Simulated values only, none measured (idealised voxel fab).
process module | voxel self aligned contacts
cross-section cut | 270 nm wide | cells 5 nm
A cross-section is a grid of square cells, given in bands from the top down. A band is one or more rows of cells.
Each band's line starts with the height of the band's top and of its bottom, in nm. Then come its materials from left to right, each with its width in nm. One material with "throughout" fills the band from edge to edge. "air" is empty space.
Height 0 is the level under which the wafer as received is all one material. The lowest band goes on downwards, as in "0 down".
A width such as "30 to 40" changes by the same amount from each row of cells to the next, from the band's top row to its bottom row.
"no change" after a step means that no cell of the cross-section changed.
closed voids: empty space of 8 cells or more with no open way to the top, each as width x height at its distance from the left edge, in nm
after a step's settings: what the simulator itself notes on the step
overlay nm, on a step with a mask: how far to the right of its planned place the mask lay; to the left if negative
plan
1 op RECEIVE | material Si
2 op CONFORMAL_DEP | material SiO2 | thk nm 5
3 op DIRECTIONAL_DEP | material polySi | thk nm 20
4 op DIRECTIONAL_DEP | material SiN | thk nm 20
5 op DIRECTIONAL_DEP | material aC | thk nm 15
6 op PATTERN | tone cover | mask id GATE | material resist | width nm 25 | pitch nm 65 | thk nm 30 | overlay nm -15
7 op DIRECTIONAL_ETCH | etch materials aC | depth nm 15
8 op STRIP | etch materials resist
9 op DIRECTIONAL_ETCH | etch materials SiN | depth nm 20
10 op DIRECTIONAL_ETCH | etch materials polySi | depth nm 20
11 op STRIP | etch materials aC
12 op CONFORMAL_DEP | material SiN | thk nm 10
13 op DIRECTIONAL_ETCH | etch materials SiN | depth nm 10
14 op FILL_DEP | material SiO2 | thk nm 15
15 op CMP | height nm 55
16 op MASKED_ETCH | tone open | mask id CONTACT | width nm 50 | pitch nm 65 | etch materials SiO2 | depth nm 55 | overlay nm 0
17 op CONFORMAL_DEP | material TiN | thk nm 5
18 op FILL_DEP | material W | thk nm 5
19 op CMP | height nm 55
20 op CONFORMAL_DEP | material SiCN | thk nm 5
varied across the wafers: overlay nm of step 6. The plan shows the first wafer's value. All wafers start alike
first wafer as received, after step 1
  0 down: Si throughout
  closed voids: none
each wafer at the end: cells of each material gained (+) or lost (-) since it was received, then its closed voids
overlay nm -15 | +54 SiCN | +156 SiN | +266 SiO2 | +60 TiN | +52 W | +60 polySi | closed voids: none
overlay nm -10 | +54 SiCN | +156 SiN | +266 SiO2 | +60 TiN | +52 W | +60 polySi | closed voids: none
overlay nm -5 | +54 SiCN | +156 SiN | +266 SiO2 | +60 TiN | +52 W | +60 polySi | closed voids: none
overlay nm 0 | +54 SiCN | +156 SiN | +266 SiO2 | +60 TiN | +52 W | +60 polySi | closed voids: none
overlay nm 5 | +54 SiCN | +156 SiN | +266 SiO2 | +60 TiN | +52 W | +60 polySi | closed voids: none
overlay nm 10 | +54 SiCN | +156 SiN | +266 SiO2 | +60 TiN | +52 W | +60 polySi | closed voids: none
overlay nm 15 | +54 SiCN | +156 SiN | +266 SiO2 | +60 TiN | +52 W | +60 polySi | closed voids: none
